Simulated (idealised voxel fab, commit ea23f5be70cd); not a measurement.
process module | voxel self aligned contacts
cross-section cut | 275 nm wide | cells 5 nm
A cross-section is a grid of square cells, given in bands from the top down. A band is one or more rows of cells.
Each band's line starts with the height of the band's top and of its bottom, in nm. Then come its materials from left to right, each with its width in nm. One material with "throughout" fills the band from edge to edge. "air" is empty space.
Height 0 is the level under which the wafer as received is all one material. The lowest band goes on downwards, as in "0 down".
A width such as "30 to 40" changes by the same amount from each row of cells to the next, from the band's top row to its bottom row.
"no change" after a step means that no cell of the cross-section changed.
closed voids: empty space of 8 cells or more with no open way to the top, each as width x height at its distance from the left edge, in nm
after a step's settings: what the simulator itself notes on the step
overlay nm, on a step with a mask: how far to the right of its planned place the mask lay; to the left if negative
plan
1 op RECEIVE | material Si
2 op OXIDIZE | depth nm 5
3 op DIRECTIONAL_DEP | material polySi | thk nm 30
4 op DIRECTIONAL_DEP | material SiN | thk nm 20
5 op PATTERN | tone cover | mask id GATE | material resist | width nm 35 | pitch nm 70 | thk nm 20 | overlay nm 0
6 op DIRECTIONAL_ETCH | etch materials SiN | depth nm 20
7 op DIRECTIONAL_ETCH | etch materials polySi | depth nm 30
8 op STRIP | etch materials resist
9 op CONFORMAL_DEP | material SiN | thk nm 5
10 op DIRECTIONAL_ETCH | etch materials SiN | depth nm 5
11 op FILL_DEP | material SiO2 | thk nm 15
12 op CMP | height nm 50
13 op PATTERN | tone open | mask id CONTACT | material resist | width nm 55 | pitch nm 70 | thk nm 20 | overlay nm 0
14 op DIRECTIONAL_ETCH | etch materials SiO2 | depth nm 65
15 op STRIP | etch materials resist
16 op CONFORMAL_DEP | material TiN | thk nm 5
17 op FILL_DEP | material W | thk nm 5
18 op CMP | height nm 60
19 op CONFORMAL_DEP | material SiN | thk nm 5
varied across the wafers: height nm of step 12. The plan shows the first wafer's value. All wafers start alike
first wafer as received, after step 1
  0 down: Si throughout
  closed voids: none
first wafer at the end, after step 19
  65 to 60: SiN throughout
  60 to 55: W throughout
  55 to 50: TiN 95 | W 15 | TiN 55 | W 15 | TiN 95
  50 to 30: SiO2 45 | SiN 45 | TiN 5 | W 15 | TiN 5 | SiN 45 | TiN 5 | W 15 | TiN 5 | SiN 45 | SiO2 45
  30 to 0: SiO2 45 | SiN 5 | polySi 35 | SiN 5 | TiN 5 | W 15 | TiN 5 | SiN 5 | polySi 35 | SiN 5 | TiN 5 | W 15 | TiN 5 | SiN 5 | polySi 35 | SiN 5 | SiO2 45
  0 to -5: SiO2 90 | TiN 25 | SiO2 45 | TiN 25 | SiO2 90
  -5 down: Si throughout
  closed voids: none
last wafer at the end
  65 to 60: SiN throughout
  60 to 50: SiO2 75 | TiN 5 to 20 | W 45 to 15 | TiN 5 to 20 | SiO2 15 | TiN 5 to 20 | W 45 to 15 | TiN 5 to 20 | SiO2 75
  50 to 30: SiO2 45 | SiN 45 | TiN 5 | W 15 | TiN 5 | SiN 45 | TiN 5 | W 15 | TiN 5 | SiN 45 | SiO2 45
  30 to 5: SiO2 45 | SiN 5 | polySi 35 | SiN 5 | TiN 5 | W 15 | TiN 5 | SiN 5 | polySi 35 | SiN 5 | TiN 5 | W 15 | TiN 5 | SiN 5 | polySi 35 | SiN 5 | SiO2 45
  5 to 0: SiO2 45 | SiN 5 | polySi 35 | SiN 5 | TiN 25 | SiN 5 | polySi 35 | SiN 5 | TiN 25 | SiN 5 | polySi 35 | SiN 5 | SiO2 45
  0 to -5: SiO2 throughout
  -5 down: Si throughout
  closed voids: none
each wafer at the end: cells of each material gained (+) or lost (-) since it was received, then its closed voids
height nm 50 | -55 Si | +199 SiN | +225 SiO2 | +99 TiN | +121 W | +126 polySi | closed voids: none
height nm 55 | -55 Si | +199 SiN | +258 SiO2 | +103 TiN | +84 W | +126 polySi | closed voids: none
height nm 60 | -55 Si | +199 SiN | +291 SiO2 | +70 TiN | +84 W | +126 polySi | closed voids: none
height nm 65 | -55 Si | +199 SiN | +301 SiO2 | +66 TiN | +78 W | +126 polySi | closed voids: none
